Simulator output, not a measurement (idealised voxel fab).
Process module under the name voxel released beams
In the cross-section labelled cut, the width is 240 nm and each square cell is 5 nm.
The cross-sections in this document take the form of a grid made of square cells. They are written out as bands, in order from top to bottom. Each band consists of one or more rows of cells.
Per band: top height and bottom height in nm, followed by the left-to-right materials and their widths in nm; "all across" marks a single material spanning edge to edge, "blank" marks empty space.
Ref level 0: as-received wafer is one material below here. Bottom band extends down with no lower bound ("0 and below").
Read "30->40" as a graded width: first number on top, second number at the bottom, same change between each pair of neighbouring rows.
Take "no modifications" at face value: in the step it is given for, the cross-section changed in none of its cells.
The list in "Closed-off voids" covers empty spaces of 8 cells or more that cannot reach the top through any open way, and it gives each as width x height at distance; the distance is from the left edge, and width, height and distance are in nm.
after a step's settings: what the simulator itself notes on the step
"overlay nm" answers the question of how far to the right of plan the mask lay on a step that has a mask, and when it is negative the answer is to the left.
THE PLANNED PROCESS STEPS ARE ENUMERATED HEREUNDER
1,RECEIVE: material Si
2,CONFORMAL_DEP: material SiN, thk nm 5
3,DIRECTIONAL_DEP: material SiO2, thk nm 15
4,PATTERN: tone open, mask id ANCHOR, material resist, width nm 40, thk nm 15, overlay nm 0
5,DIRECTIONAL_ETCH: etch materials SiO2, depth nm 15
6,STRIP: etch materials resist
7,CONFORMAL_DEP: material TiN, thk nm 15
8,MASKED_ETCH: tone cover, mask id BEAM, width nm 85, etch materials TiN, depth nm 15, overlay nm 0
9,STRIP: etch materials SiO2
AS RECEIVED, AFTER STEP 1
    0 and below  Si all across
    Closed-off voids: none
END-OF-MODULE CROSS-SECTION OF THE FIRST OF TWO WAFERS, PROCESSED AS PLANNED
    35 down to 20  75 of blank, then 20 of TiN, then 10 of blank, then 55 of TiN, then 80 of blank
    20 down to 5  80 of blank, then 40 of TiN, then 120 of blank
    5 down to 0  SiN all across
    0 and below  Si all across
    Closed-off voids: none
CROSS-SECTION, WAFER TWO OF TWO, END OF MODULE: SAME START AND PLAN AS WAFER ONE, ONE ERROR IN EXECUTION
    30 down to 15  75 of blank, then 20 of TiN, then 10 of blank, then 55 of TiN, then 80 of blank
    15 down to 0  80 of blank, then 40 of TiN, then 120 of blank
    0 and below  Si all across
    Closed-off voids: none
What went wrong in running the wafer? execution of step 2 of the plan did not take place, the step having been omitted
Final comparison by cell count, materials where the second wafer has more or fewer than the first: SiN: 48 fewer
